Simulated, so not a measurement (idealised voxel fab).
Process module, titled voxel quadruple lines
Xsec cut, 245 nm wide, square cell size 5 nm.
How to read a cross-section here: the picture is a grid of square cells, written as bands going from the top down, and any band can span one or more rows of cells. Band: top and bottom heights (nm) first, top before bottom; then materials from left to right, widths in nm. "full width" marks a sole material filling the band edge to edge. "air" denotes empty space. For the purposes of this specification, 0 denotes the height below which the wafer in its as-received condition is composed wholly of one material, and the lowermost band, lacking a lower limit, extends downward without end, as expressed in "0..down". The expression "30->40" gives the width at the extremes of the band, the first number at its top row of cells and the second at its bottom row, with the width changing by equal amounts from each row to the next in between. Given "same as before" for a step, no cell of the cross-section differs between before and after that step. What "Enclosed cavities" gives you is every empty space of 8 cells or more that is cut off from the top. Each appears as width x height at distance, with the distance taken from the left edge and width, height and distance all in nm. On each step's line, the part that comes after the settings is the simulator's own comment on the step. The line of a step may include "overlay nm". On a step with a mask, this value is how far to the right of its planned place the mask lay. A negative value means the mask lay to the left.

THESE ARE THE STEPS WE PLANNED FOR THE PROCESS
- 1: RECEIVE | material Si
- 2: CONFORMAL_DEP | material Al2O3 | thk nm 5
- 3: DIRECTIONAL_DEP | material TiN | thk nm 10
- 4: DIRECTIONAL_DEP | material polySi | thk nm 20
- 5: DIRECTIONAL_DEP | material aC | thk nm 25
- 6: PATTERN | tone cover | mask id MANDREL | material resist | width nm 35 | pitch nm 100 | thk nm 30 | overlay nm 0
- 7: DIRECTIONAL_ETCH | etch materials aC | depth nm 25
- 8: STRIP | etch materials resist
- 9: CONFORMAL_DEP | material SiO2 | thk nm 15
- 10: DIRECTIONAL_ETCH | etch materials SiO2 | depth nm 15
- 11: STRIP | etch materials aC
- 12: DIRECTIONAL_ETCH | etch materials polySi | depth nm 20
- 13: STRIP | etch materials SiO2
- 14: CONFORMAL_DEP | material SiCN | thk nm 10
- 15: DIRECTIONAL_ETCH | etch materials SiCN | depth nm 10
- 16: STRIP | etch materials polySi
- 17: DIRECTIONAL_ETCH | etch materials TiN | depth nm 10
- 18: STRIP | etch materials SiCN

THIS IS THE CROSS-SECTION OF THE WAFER AS WE RECEIVED IT, I.E. AFTER STEP 1
- 0..down = Si full width
- Enclosed cavities: none

AS-PLANNED RUN: CROSS-SECTION OF THE FIRST OF TWO WAFERS AT END OF MODULE
- 15..5 = 30 of air; 10 of TiN; 15 of air; 10 of TiN; 15 of air; 10 of TiN; 15 of air; 10 of TiN; 15 of air; 10 of TiN; 15 of air; 10 of TiN; 15 of air; 10 of TiN; 15 of air; 10 of TiN; 30 of air
- 5..0 = Al2O3 full width
- 0..down = Si full width
- Enclosed cavities: none

SECOND WAFER AT THE END: LIKE START, LIKE PLAN, ONE MISTAKE
- 15..5 = 45 of air; 10 of TiN; 15 of air; 5 of TiN; 15 of air; 10 of TiN; 45 of air; 10 of TiN; 15 of air; 5 of TiN; 15 of air; 10 of TiN; 45 of air
- 5..0 = Al2O3 full width
- 0..down = Si full width
- Enclosed cavities: none
Finding, execution versus plan: planned and actual differ for step 6; actual: PATTERN | tone open | mask id MANDREL | material resist | width nm 35 | pitch nm 100 | thk nm 30 | overlay nm 0
End check, counted in cells, second wafer has more or fewer of these materials than the first: TiN -12
